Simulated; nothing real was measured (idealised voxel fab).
Documented hereafter: the process module known as voxel local oxidation.
Pictured: cross-section cut, 265 nm wide, on a grid of 5 nm square cells.
Each cross-section below is a grid of square cells, stated as bands in top-down order, with one or more rows of cells making up each band.
What a band's entry tells you: where the top is and where the bottom is, as heights in nm, and after that what lies inside, material by material from left to right, each with its width in nm. Empty space is written as the word "blank", and a single material marked with the word "full width" occupies the band from edge to edge.
Convention: height 0 is the level below which the wafer, as received, is all one material. The lowest band does not terminate at the bottom but continues downward, represented as "top 0, no bottom".
So if you see something like "30..40" for the width, read it as the top row of the band sitting at the first number and the bottom row at the second, with every row in between moving by the same amount as the last.
Step note "all unchanged" = no cross-section cell changed.
Each empty space that has no open way to the top and spans at least 8 cells appears under "Closed void catalog" as width x height at distance, the distance counted from the left edge, all in nm.
On each step's line, the part that comes after the settings is the simulator's own comment on the step.
overlay nm, on a step with a mask: how far to the right of its planned place the mask lay; to the left if negative
Planned process steps:
1) RECEIVE,material Si
2) OXIDIZE,depth nm 5
3) CONFORMAL_DEP,material SiN,thk nm 15
4) MASKED_ETCH,tone cover,mask id ACTIVE,width nm 95,pitch nm 125,etch materials SiN,depth nm 15,overlay nm 0
5) SELECTIVE_ETCH,etch materials SiO2,depth nm 5
6) OXIDIZE,depth nm 15
7) STRIP,etch materials SiN
The width nm used in step 4 is not the same on every wafer, whereas the starting condition is; the value printed in the plan is the first wafer's.
As-received state after step 1, first of several wafers, cross-section:
    top 0, no bottom = Si full width
    Closed void catalog: none
At the end of the module, after its last step, step 7, the first of several wafers appears in cross-section as follows:
    top 0, bottom -5 = 25 of blank; 85 of SiO2; 40 of blank; 85 of SiO2; 30 of blank
    top -5, bottom -20 = 40 of SiO2; 55 of Si; 70 of SiO2; 55 of Si; 45 of SiO2
    top -20, no bottom = Si full width
    Closed void catalog: none
Cross-section at module completion, last wafer:
    top 0, bottom -5 = 20 of blank; 100 of SiO2; 25 of blank; 100 of SiO2; 20 of blank
    top -5, bottom -20 = 35 of SiO2; 70 of Si; 55 of SiO2; 70 of Si; 35 of SiO2
    top -20, no bottom = Si full width
    Closed void catalog: none
The table below has one row for each wafer; a row shows, as of the end of the module, how many cells of each material the wafer has gained, marked (+), or lost, marked (-), since it was received, and then the wafer's closed voids:
width nm 95; -146 Si; +127 SiO2; Closed void catalog: none
width nm 100; -140 Si; +123 SiO2; Closed void catalog: none
width nm 105; -134 Si; +119 SiO2; Closed void catalog: none
width nm 110; -128 Si; +115 SiO2; Closed void catalog: none
